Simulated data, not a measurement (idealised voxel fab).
voxel wiring stack: a process module
Cross-section cut spans 220 nm and uses square cells 5 nm in size.
Reading order for cross-sections: top band down to bottom band. Underlying form: a grid of square cells. Band size: one or more rows of cells. Band: top and bottom heights (nm) first, top before bottom; then materials from left to right, widths in nm. "edge to edge" marks a sole material filling the band edge to edge. "blank" denotes empty space. Note: height 0 marks the level under which the wafer is uniformly one material as received. Lowest band unbounded below, written "0 down". You'd read "30 to 40" like this: the band's top row of cells is as wide as the first number, its bottom row is as wide as the second, and going down, every row changes width by the same amount as the row before did. For the purposes of this document, the phrase "left unchanged" attached to a step denotes that no cell within the cross-section was modified by that step. "Closed void entries" specifies each empty space that is not open to the top and that occupies no fewer than 8 cells, using the form width x height at distance, the distance measured from the left edge and all three quantities in nm. after a step's settings: what the simulator itself notes on the step. On any step carrying a mask, the "overlay nm" setting, if present on the step's line, tells how far right of its planned place the mask lay; negative values point to the left.

Process steps foreseen in the plan:
1) RECEIVE,material Si
2) CONFORMAL_DEP,material SiO2,thk nm 10
3) CONFORMAL_DEP,material SiN,thk nm 5
4) DIRECTIONAL_DEP,material lowk,thk nm 20
5) MASKED_ETCH,tone open,mask id METAL_1,width nm 30,pitch nm 50,etch materials lowk,depth nm 20,overlay nm 0
6) MASKED_ETCH,tone open,mask id METAL_1,width nm 30,pitch nm 50,etch materials SiN,depth nm 5,overlay nm 0
7) CONFORMAL_DEP,material TiN,thk nm 5
8) FILL_DEP,material Cu,thk nm 10
9) CMP,height nm 35
10) EPI,material Ru,thk nm 5
11) FILL_DEP,material SiCN,thk nm 5
12) DIRECTIONAL_DEP,material lowk,thk nm 20
13) MASKED_ETCH,tone open,mask id PLUG_1,width nm 15,etch materials lowk,depth nm 20,overlay nm 0
14) MASKED_ETCH,tone open,mask id PLUG_1,width nm 15,etch materials SiCN,depth nm 5,overlay nm 0
15) EPI,material Ru,thk nm 10
16) EPI,material Ru,thk nm 10
17) EPI,material Ru,thk nm 5
18) CONFORMAL_DEP,material SiN,thk nm 5
19) DIRECTIONAL_DEP,material lowk,thk nm 25
20) MASKED_ETCH,tone open,mask id METAL_2,width nm 30,pitch nm 50,etch materials lowk,depth nm 25,overlay nm 0
21) MASKED_ETCH,tone open,mask id METAL_2,width nm 30,pitch nm 50,etch materials SiN,depth nm 5,overlay nm 0
22) CONFORMAL_DEP,material TiN,thk nm 5
23) FILL_DEP,material W,thk nm 10
24) CMP,height nm 95
25) CONFORMAL_DEP,material SiCN,thk nm 5
26) DIRECTIONAL_DEP,material SiO2,thk nm 15
27) PATTERN,tone open,mask id PLUG_2,material resist,width nm 15,pitch nm 50,thk nm 20,overlay nm 0
28) DIRECTIONAL_ETCH,etch materials SiO2,depth nm 15
29) DIRECTIONAL_ETCH,etch materials SiCN,depth nm 5
30) STRIP,etch materials resist
31) EPI,material Ru,thk nm 10
32) EPI,material Ru,thk nm 10
33) CONFORMAL_DEP,material SiCN,thk nm 5
34) DIRECTIONAL_DEP,material SiO2,thk nm 15
35) MASKED_ETCH,tone open,mask id METAL_3,width nm 30,pitch nm 50,etch materials SiO2,depth nm 15,overlay nm 0
36) MASKED_ETCH,tone open,mask id METAL_3,width nm 30,pitch nm 50,etch materials SiCN,depth nm 5,overlay nm 0
37) CONFORMAL_DEP,material TiN,thk nm 5
38) FILL_DEP,material W,thk nm 5
39) CMP,height nm 135
40) EPI,material Ru,thk nm 5
41) FILL_DEP,material SiCN,thk nm 5
42) DIRECTIONAL_DEP,material SiO2,thk nm 10
43) MASKED_ETCH,tone open,mask id PLUG_3,width nm 15,pitch nm 50,etch materials SiO2,depth nm 10,overlay nm 0
44) MASKED_ETCH,tone open,mask id PLUG_3,width nm 15,pitch nm 50,etch materials SiCN,depth nm 5,overlay nm 0
45) EPI,material Ru,thk nm 10
46) EPI,material Ru,thk nm 5
47) CONFORMAL_DEP,material SiCN,thk nm 5
48) DIRECTIONAL_DEP,material lowk,thk nm 15
49) MASKED_ETCH,tone open,mask id METAL_4,width nm 30,pitch nm 50,etch materials lowk,depth nm 15,overlay nm 0
50) MASKED_ETCH,tone open,mask id METAL_4,width nm 30,pitch nm 50,etch materials SiCN,depth nm 5,overlay nm 0
51) CONFORMAL_DEP,material TiN,thk nm 5
52) FILL_DEP,material W,thk nm 10
53) CMP,height nm 175
54) CONFORMAL_DEP,material SiCN,thk nm 5

Wafer as received: cross-section following step 1:
> 0 down = Si edge to edge
> Closed void entries: none

End state of the module in cross-section, given the above starting point and plan and one mistake in execution:
> 180 to 175 = SiCN edge to edge
> 175 to 160 = 70 lowk  5 TiN  20 W  5 TiN  20 lowk  5 TiN  20 W  5 TiN  70 lowk
> 160 to 155 = 70 SiCN  30 TiN  20 SiCN  30 TiN  70 SiCN
> 155 to 145 = 70 SiO2  15 Ru  35 SiO2  15 Ru  85 SiO2
> 145 to 135 = 70 to 65 SiCN  15 to 40 Ru  35 to 10 SiCN  15 to 40 Ru  85 to 65 SiCN
> 135 to 120 = 70 SiO2  5 TiN  20 W  5 TiN  20 SiO2  5 TiN  20 W  5 TiN  70 SiO2
> 120 to 115 = 70 SiCN  30 TiN  20 SiCN  30 TiN  70 SiCN
> 115 to 100 = 70 SiO2  15 Ru  35 SiO2  15 Ru  85 SiO2
> 100 to 95 = 70 SiCN  15 Ru  35 SiCN  15 Ru  85 SiCN
> 95 to 70 = 70 lowk  5 TiN  20 W  5 TiN  20 lowk  5 TiN  20 W  5 TiN  70 lowk
> 70 to 65 = 70 SiN  30 TiN  20 SiN  30 TiN  70 SiN
> 65 to 45 = 70 lowk  15 Ru  135 lowk
> 45 to 40 = 70 SiCN  15 Ru  135 SiCN
> 40 to 35 = 65 SiCN  40 Ru  10 SiCN  40 Ru  65 SiCN
> 35 to 20 = 70 lowk  5 TiN  20 Cu  5 TiN  20 lowk  5 TiN  20 Cu  5 TiN  70 lowk
> 20 to 15 = 70 lowk  30 TiN  20 lowk  30 TiN  70 lowk
> 15 to 10 = Cu edge to edge
> 10 to 0 = SiO2 edge to edge
> 0 down = Si edge to edge
> Closed void entries: none
It is concluded that the wafer was processed incorrectly with respect to the plan, in that step 3 went in with a setting other than planned; the actual run was CONFORMAL_DEP,material Cu,thk nm 5
